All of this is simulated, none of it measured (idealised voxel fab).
process module | voxel plated lines
cross-section cut | 300 nm wide | cells 5 nm
A cross-section is a grid of square cells, given in bands from the top down. A band is one or more rows of cells.
Each band's line starts with the height of the band's top and of its bottom, in nm. Then come its materials from left to right, each with its width in nm. One material with "throughout" fills the band from edge to edge. "air" is empty space.
Height 0 is the level under which the wafer as received is all one material. The lowest band goes on downwards, as in "0 down".
A width such as "30 to 40" changes by the same amount from each row of cells to the next, from the band's top row to its bottom row.
"no change" after a step means that no cell of the cross-section changed.
closed voids: empty space of 8 cells or more with no open way to the top, each as width x height at its distance from the left edge, in nm
after a step's settings: what the simulator itself notes on the step
overlay nm, on a step with a mask: how far to the right of its planned place the mask lay; to the left if negative
Each pair below shows a cross-section before one step and the cross-section after it, down to the lowest band that changed. The line under each pair gives the step between them, with its settings. The pairs can come from different runs of this module on the same starting wafer, so a pair continues from the pair above only where its "before" says so.
before
  0 down: Si throughout
  closed voids: none
after
  5 to 0: Al2O3 throughout
  below 0: unchanged
  closed voids: none
the step between: op CONFORMAL_DEP | material Al2O3 | thk nm 5
before: the cross-section after the pair above
after
  10 to 5: TiN throughout
  below 5: unchanged
  closed voids: none
the step between: op DIRECTIONAL_DEP | material TiN | thk nm 5
before: the cross-section after the pair above
after
  35 to 10: resist 85 | air 20 | resist 15 | air 20 | resist 15 | air 20 | resist 15 | air 20 | resist 90
  below 10: unchanged
  closed voids: none
the step between: op PATTERN | tone open | mask id LINES | material resist | width nm 20 | pitch nm 35 | thk nm 25 | overlay nm 0
before: the cross-section after the pair above
after
  35 to 20: resist 85 | air 20 | resist 15 | air 20 | resist 15 | air 20 | resist 15 | air 20 | resist 90
  20 to 10: resist 85 | Ru 20 | resist 15 | Ru 20 | resist 15 | Ru 20 | resist 15 | Ru 20 | resist 90
  below 10: unchanged
  closed voids: none
the step between: op EPI | material Ru | thk nm 10
before: the cross-section after the pair above
after
  35 to 30: resist 85 | air 20 | resist 15 | air 20 | resist 15 | air 20 | resist 15 | air 20 | resist 90
  30 to 10: resist 85 | Ru 20 | resist 15 | Ru 20 | resist 15 | Ru 20 | resist 15 | Ru 20 | resist 90
  below 10: unchanged
  closed voids: none
the step between: op EPI | material Ru | thk nm 10
before: the cross-section after the pair above
after
  30 to 10: air 85 | Ru 20 | air 15 | Ru 20 | air 15 | Ru 20 | air 15 | Ru 20 | air 90
  below 10: unchanged
  closed voids: none
the step between: op STRIP | etch materials resist
before: the cross-section after the pair above
after
  30 to 10: air 85 | Ru 20 | air 15 | Ru 20 | air 15 | Ru 20 | air 15 | Ru 20 | air 90
  10 to 5: air 85 | TiN 20 | air 15 | TiN 20 | air 15 | TiN 20 | air 15 | TiN 20 | air 90
  below 5: unchanged
  closed voids: none
the step between: op DIRECTIONAL_ETCH | etch materials TiN | depth nm 5
before: the cross-section after the pair above
after
  35 to 30: air 80 | SiN 30 | air 5 | SiN 30 | air 5 | SiN 30 | air 5 | SiN 30 | air 85
  30 to 10: air 80 | SiN 5 | Ru 20 | SiN 5 | air 5 | SiN 5 | Ru 20 | SiN 5 | air 5 | SiN 5 | Ru 20 | SiN 5 | air 5 | SiN 5 | Ru 20 | SiN 5 | air 85
  10 to 5: SiN 85 | TiN 20 | SiN 15 | TiN 20 | SiN 15 | TiN 20 | SiN 15 | TiN 20 | SiN 90
  below 5: unchanged
  closed voids: none
the step between: op CONFORMAL_DEP | material SiN | thk nm 5
before
  35 to 30: resist 85 | air 20 | resist 15 | air 20 | resist 15 | air 20 | resist 15 | air 20 | resist 90
  30 to 10: resist 85 | Ru 20 | resist 15 | Ru 20 | resist 15 | Ru 20 | resist 15 | Ru 20 | resist 90
  10 to 5: TiN throughout
  5 to 0: Al2O3 throughout
  0 down: Si throughout
  closed voids: none
after
  40 to 35: air 80 | Ru 30 | air 5 | Ru 30 | air 5 | Ru 30 | air 5 | Ru 30 | air 85
  35 to 10: resist 85 | Ru 20 | resist 15 | Ru 20 | resist 15 | Ru 20 | resist 15 | Ru 20 | resist 90
  below 10: unchanged
  closed voids: none
the step between: op EPI | material Ru | thk nm 10
before: the cross-section after the pair above
after
  40 to 35: air 80 | Ru 30 | air 5 | Ru 30 | air 5 | Ru 30 | air 5 | Ru 30 | air 85
  35 to 10: air 85 | Ru 20 | air 15 | Ru 20 | air 15 | Ru 20 | air 15 | Ru 20 | air 90
  below 10: unchanged
  closed voids: none
the step between: op STRIP | etch materials resist
before: the cross-section after the pair above
after
  40 to 35: air 80 | Ru 30 | air 5 | Ru 30 | air 5 | Ru 30 | air 5 | Ru 30 | air 85
  35 to 10: air 85 | Ru 20 | air 15 | Ru 20 | air 15 | Ru 20 | air 15 | Ru 20 | air 90
  10 to 5: air 80 | TiN 30 | air 5 | TiN 30 | air 5 | TiN 30 | air 5 | TiN 30 | air 85
  below 5: unchanged
  closed voids: none
the step between: op DIRECTIONAL_ETCH | etch materials TiN | depth nm 5
before: the cross-section after the pair above
after
  45 to 40: air 75 | SiN 145 | air 80
  40 to 30: air 75 | SiN 5 to 10 | Ru 30 to 20 | SiN 5 to 15 | Ru 30 to 20 | SiN 5 to 15 | Ru 30 to 20 | SiN 5 to 15 | Ru 30 to 20 | SiN 5 to 10 | air 80
  30 to 15: air 80 | SiN 5 | Ru 20 | SiN 5 | air 5 | SiN 5 | Ru 20 | SiN 5 | air 5 | SiN 5 | Ru 20 | SiN 5 | air 5 | SiN 5 | Ru 20 | SiN 5 | air 85
  15 to 10: air 75 | SiN 10 | Ru 20 | SiN 15 | Ru 20 | SiN 15 | Ru 20 | SiN 15 | Ru 20 | SiN 10 | air 80
  10 to 5: SiN 80 | TiN 30 | SiN 5 | TiN 30 | SiN 5 | TiN 30 | SiN 5 | TiN 30 | SiN 85
  below 5: unchanged
  closed voids: none
the step between: op CONFORMAL_DEP | material SiN | thk nm 5
before
  0 down: Si throughout
  closed voids: none
after
  5 to 0: TiN throughout
  below 0: unchanged
  closed voids: none
the step between: op DIRECTIONAL_DEP | material TiN | thk nm 5
before: the cross-section after the pair above
after
  10 to 5: Al2O3 throughout
  below 5: unchanged
  closed voids: none
the step between: op CONFORMAL_DEP | material Al2O3 | thk nm 5
before: the cross-section after the pair above
after
  35 to 10: resist 85 | air 20 | resist 15 | air 20 | resist 15 | air 20 | resist 15 | air 20 | resist 90
  below 10: unchanged
  closed voids: none
the step between: op PATTERN | tone open | mask id LINES | material resist | width nm 20 | pitch nm 35 | thk nm 25 | overlay nm 0
before: the cross-section after the pair above
after
  10 to 5: Al2O3 throughout
  below 5: unchanged
  closed voids: none
the step between: op STRIP | etch materials resist
before: the cross-section after the pair above
after
  15 to 10: SiN throughout
  below 10: unchanged
  closed voids: none
the step between: op CONFORMAL_DEP | material SiN | thk nm 5
before
  0 down: Si throughout
  closed voids: none
after
  15 to 0: Al2O3 throughout
  below 0: unchanged
  closed voids: none
the step between: op CONFORMAL_DEP | material Al2O3 | thk nm 15
before: the cross-section after the pair above
after
  20 to 15: TiN throughout
  below 15: unchanged
  closed voids: none
the step between: op DIRECTIONAL_DEP | material TiN | thk nm 5
before: the cross-section after the pair above
after
  45 to 20: resist 85 | air 20 | resist 15 | air 20 | resist 15 | air 20 | resist 15 | air 20 | resist 90
  below 20: unchanged
  closed voids: none
the step between: op PATTERN | tone open | mask id LINES | material resist | width nm 20 | pitch nm 35 | thk nm 25 | overlay nm 0
before: the cross-section after the pair above
after
  45 to 30: resist 85 | air 20 | resist 15 | air 20 | resist 15 | air 20 | resist 15 | air 20 | resist 90
  30 to 20: resist 85 | Ru 20 | resist 15 | Ru 20 | resist 15 | Ru 20 | resist 15 | Ru 20 | resist 90
  below 20: unchanged
  closed voids: none
the step between: op EPI | material Ru | thk nm 10
before: the cross-section after the pair above
after
  45 to 40: resist 85 | air 20 | resist 15 | air 20 | resist 15 | air 20 | resist 15 | air 20 | resist 90
  40 to 20: resist 85 | Ru 20 | resist 15 | Ru 20 | resist 15 | Ru 20 | resist 15 | Ru 20 | resist 90
  below 20: unchanged
  closed voids: none
the step between: op EPI | material Ru | thk nm 10
before: the cross-section after the pair above
after
  40 to 20: air 85 | Ru 20 | air 15 | Ru 20 | air 15 | Ru 20 | air 15 | Ru 20 | air 90
  below 20: unchanged
  closed voids: none
the step between: op STRIP | etch materials resist
before: the cross-section after the pair above
after
  40 to 20: air 85 | Ru 20 | air 15 | Ru 20 | air 15 | Ru 20 | air 15 | Ru 20 | air 90
  20 to 15: air 85 | TiN 20 | air 15 | TiN 20 | air 15 | TiN 20 | air 15 | TiN 20 | air 90
  below 15: unchanged
  closed voids: none
the step between: op DIRECTIONAL_ETCH | etch materials TiN | depth nm 5
before: the cross-section after the pair above
after
  45 to 40: air 80 | SiN 30 | air 5 | SiN 30 | air 5 | SiN 30 | air 5 | SiN 30 | air 85
  40 to 20: air 80 | SiN 5 | Ru 20 | SiN 5 | air 5 | SiN 5 | Ru 20 | SiN 5 | air 5 | SiN 5 | Ru 20 | SiN 5 | air 5 | SiN 5 | Ru 20 | SiN 5 | air 85
  20 to 15: SiN 85 | TiN 20 | SiN 15 | TiN 20 | SiN 15 | TiN 20 | SiN 15 | TiN 20 | SiN 90
  below 15: unchanged
  closed voids: none
the step between: op CONFORMAL_DEP | material SiN | thk nm 5
before
  10 to 5: TiN throughout
  5 to 0: Al2O3 throughout
  0 down: Si throughout
  closed voids: none
after
  35 to 10: resist 90 | air 15 | resist 20 | air 15 | resist 20 | air 15 | resist 20 | air 15 | resist 90
  below 10: unchanged
  closed voids: none
the step between: op PATTERN | tone open | mask id LINES | material resist | width nm 15 | pitch nm 35 | thk nm 25 | overlay nm 0
before: the cross-section after the pair above
after
  35 to 20: resist 90 | air 15 | resist 20 | air 15 | resist 20 | air 15 | resist 20 | air 15 | resist 90
  20 to 10: resist 90 | Ru 15 | resist 20 | Ru 15 | resist 20 | Ru 15 | resist 20 | Ru 15 | resist 90
  below 10: unchanged
  closed voids: none
the step between: op EPI | material Ru | thk nm 10
before: the cross-section after the pair above
after
  35 to 30: resist 90 | air 15 | resist 20 | air 15 | resist 20 | air 15 | resist 20 | air 15 | resist 90
  30 to 10: resist 90 | Ru 15 | resist 20 | Ru 15 | resist 20 | Ru 15 | resist 20 | Ru 15 | resist 90
  below 10: unchanged
  closed voids: none
the step between: op EPI | material Ru | thk nm 10
before: the cross-section after the pair above
after
  30 to 10: air 90 | Ru 15 | air 20 | Ru 15 | air 20 | Ru 15 | air 20 | Ru 15 | air 90
  below 10: unchanged
  closed voids: none
the step between: op STRIP | etch materials resist
before: the cross-section after the pair above
after
  30 to 10: air 90 | Ru 15 | air 20 | Ru 15 | air 20 | Ru 15 | air 20 | Ru 15 | air 90
  10 to 5: air 90 | TiN 15 | air 20 | TiN 15 | air 20 | TiN 15 | air 20 | TiN 15 | air 90
  below 5: unchanged
  closed voids: none
the step between: op DIRECTIONAL_ETCH | etch materials TiN | depth nm 5
before: the cross-section after the pair above
after
  35 to 30: air 85 | SiN 25 | air 10 | SiN 25 | air 10 | SiN 25 | air 10 | SiN 25 | air 85
  30 to 10: air 85 | SiN 5 | Ru 15 | SiN 5 | air 10 | SiN 5 | Ru 15 | SiN 5 | air 10 | SiN 5 | Ru 15 | SiN 5 | air 10 | SiN 5 | Ru 15 | SiN 5 | air 85
  10 to 5: SiN 90 | TiN 15 | SiN 20 | TiN 15 | SiN 20 | TiN 15 | SiN 20 | TiN 15 | SiN 90
  below 5: unchanged
  closed voids: none
the step between: op CONFORMAL_DEP | material SiN | thk nm 5
before
  10 to 5: TiN throughout
  5 to 0: Al2O3 throughout
  0 down: Si throughout
  closed voids: none
after
  35 to 10: resist 80 | air 20 | resist 15 | air 20 | resist 15 | air 20 | resist 15 | air 20 | resist 95
  below 10: unchanged
  closed voids: none
the step between: op PATTERN | tone open | mask id LINES | material resist | width nm 20 | pitch nm 35 | thk nm 25 | overlay nm -5
before: the cross-section after the pair above
after
  35 to 20: resist 80 | air 20 | resist 15 | air 20 | resist 15 | air 20 | resist 15 | air 20 | resist 95
  20 to 10: resist 80 | Ru 20 | resist 15 | Ru 20 | resist 15 | Ru 20 | resist 15 | Ru 20 | resist 95
  below 10: unchanged
  closed voids: none
the step between: op EPI | material Ru | thk nm 10
before: the cross-section after the pair above
after
  35 to 30: resist 80 | air 20 | resist 15 | air 20 | resist 15 | air 20 | resist 15 | air 20 | resist 95
  30 to 10: resist 80 | Ru 20 | resist 15 | Ru 20 | resist 15 | Ru 20 | resist 15 | Ru 20 | resist 95
  below 10: unchanged
  closed voids: none
the step between: op EPI | material Ru | thk nm 10
before: the cross-section after the pair above
after
  30 to 10: air 80 | Ru 20 | air 15 | Ru 20 | air 15 | Ru 20 | air 15 | Ru 20 | air 95
  below 10: unchanged
  closed voids: none
the step between: op STRIP | etch materials resist
before: the cross-section after the pair above
after
  30 to 10: air 80 | Ru 20 | air 15 | Ru 20 | air 15 | Ru 20 | air 15 | Ru 20 | air 95
  10 to 5: air 80 | TiN 20 | air 15 | TiN 20 | air 15 | TiN 20 | air 15 | TiN 20 | air 95
  below 5: unchanged
  closed voids: none
the step between: op DIRECTIONAL_ETCH | etch materials TiN | depth nm 5
before: the cross-section after the pair above
after
  35 to 30: air 75 | SiN 30 | air 5 | SiN 30 | air 5 | SiN 30 | air 5 | SiN 30 | air 90
  30 to 10: air 75 | SiN 5 | Ru 20 | SiN 5 | air 5 | SiN 5 | Ru 20 | SiN 5 | air 5 | SiN 5 | Ru 20 | SiN 5 | air 5 | SiN 5 | Ru 20 | SiN 5 | air 90
  10 to 5: SiN 80 | TiN 20 | SiN 15 | TiN 20 | SiN 15 | TiN 20 | SiN 15 | TiN 20 | SiN 95
  below 5: unchanged
  closed voids: none
the step between: op CONFORMAL_DEP | material SiN | thk nm 5
before
  30 to 10: air 85 | Ru 20 | air 15 | Ru 20 | air 15 | Ru 20 | air 15 | Ru 20 | air 90
  10 to 5: air 85 | TiN 20 | air 15 | TiN 20 | air 15 | TiN 20 | air 15 | TiN 20 | air 90
  5 to 0: Al2O3 throughout
  0 down: Si throughout
  closed voids: none
after
  35 to 30: air 80 | Al2O3 30 | air 5 | Al2O3 30 | air 5 | Al2O3 30 | air 5 | Al2O3 30 | air 85
  30 to 10: air 80 | Al2O3 5 | Ru 20 | Al2O3 5 | air 5 | Al2O3 5 | Ru 20 | Al2O3 5 | air 5 | Al2O3 5 | Ru 20 | Al2O3 5 | air 5 | Al2O3 5 | Ru 20 | Al2O3 5 | air 85
  10 to 5: Al2O3 85 | TiN 20 | Al2O3 15 | TiN 20 | Al2O3 15 | TiN 20 | Al2O3 15 | TiN 20 | Al2O3 90
  below 5: unchanged
  closed voids: none
the step between: op CONFORMAL_DEP | material Al2O3 | thk nm 5
before
  10 to 5: TiN throughout
  5 to 0: Al2O3 throughout
  0 down: Si throughout
  closed voids: none
after
  35 to 10: air 85 | resist 20 | air 15 | resist 20 | air 15 | resist 20 | air 15 | resist 20 | air 90
  below 10: unchanged
  closed voids: none
the step between: op PATTERN | tone cover | mask id LINES | material resist | width nm 20 | pitch nm 35 | thk nm 25 | overlay nm 0
before: the cross-section after the pair above
after
  35 to 20: air 85 | resist 20 | air 15 | resist 20 | air 15 | resist 20 | air 15 | resist 20 | air 90
  20 to 10: Ru 85 | resist 20 | Ru 15 | resist 20 | Ru 15 | resist 20 | Ru 15 | resist 20 | Ru 90
  below 10: unchanged
  closed voids: none
the step between: op EPI | material Ru | thk nm 10
before: the cross-section after the pair above
after
  35 to 30: air 85 | resist 20 | air 15 | resist 20 | air 15 | resist 20 | air 15 | resist 20 | air 90
  30 to 10: Ru 85 | resist 20 | Ru 15 | resist 20 | Ru 15 | resist 20 | Ru 15 | resist 20 | Ru 90
  below 10: unchanged
  closed voids: none
the step between: op EPI | material Ru | thk nm 10
before: the cross-section after the pair above
after
  30 to 10: Ru 85 | air 20 | Ru 15 | air 20 | Ru 15 | air 20 | Ru 15 | air 20 | Ru 90
  below 10: unchanged
  closed voids: none
the step between: op STRIP | etch materials resist
before: the cross-section after the pair above
after
  30 to 10: Ru 85 | air 20 | Ru 15 | air 20 | Ru 15 | air 20 | Ru 15 | air 20 | Ru 90
  10 to 5: TiN 85 | air 20 | TiN 15 | air 20 | TiN 15 | air 20 | TiN 15 | air 20 | TiN 90
  below 5: unchanged
  closed voids: none
the step between: op DIRECTIONAL_ETCH | etch materials TiN | depth nm 5
before: the cross-section after the pair above
after
  35 to 30: SiN 90 | air 10 | SiN 25 | air 10 | SiN 25 | air 10 | SiN 25 | air 10 | SiN 95
  30 to 10: Ru 85 | SiN 5 | air 10 | SiN 5 | Ru 15 | SiN 5 | air 10 | SiN 5 | Ru 15 | SiN 5 | air 10 | SiN 5 | Ru 15 | SiN 5 | air 10 | SiN 5 | Ru 90
  10 to 5: TiN 85 | SiN 20 | TiN 15 | SiN 20 | TiN 15 | SiN 20 | TiN 15 | SiN 20 | TiN 90
  below 5: unchanged
  closed voids: none
the step between: op CONFORMAL_DEP | material SiN | thk nm 5
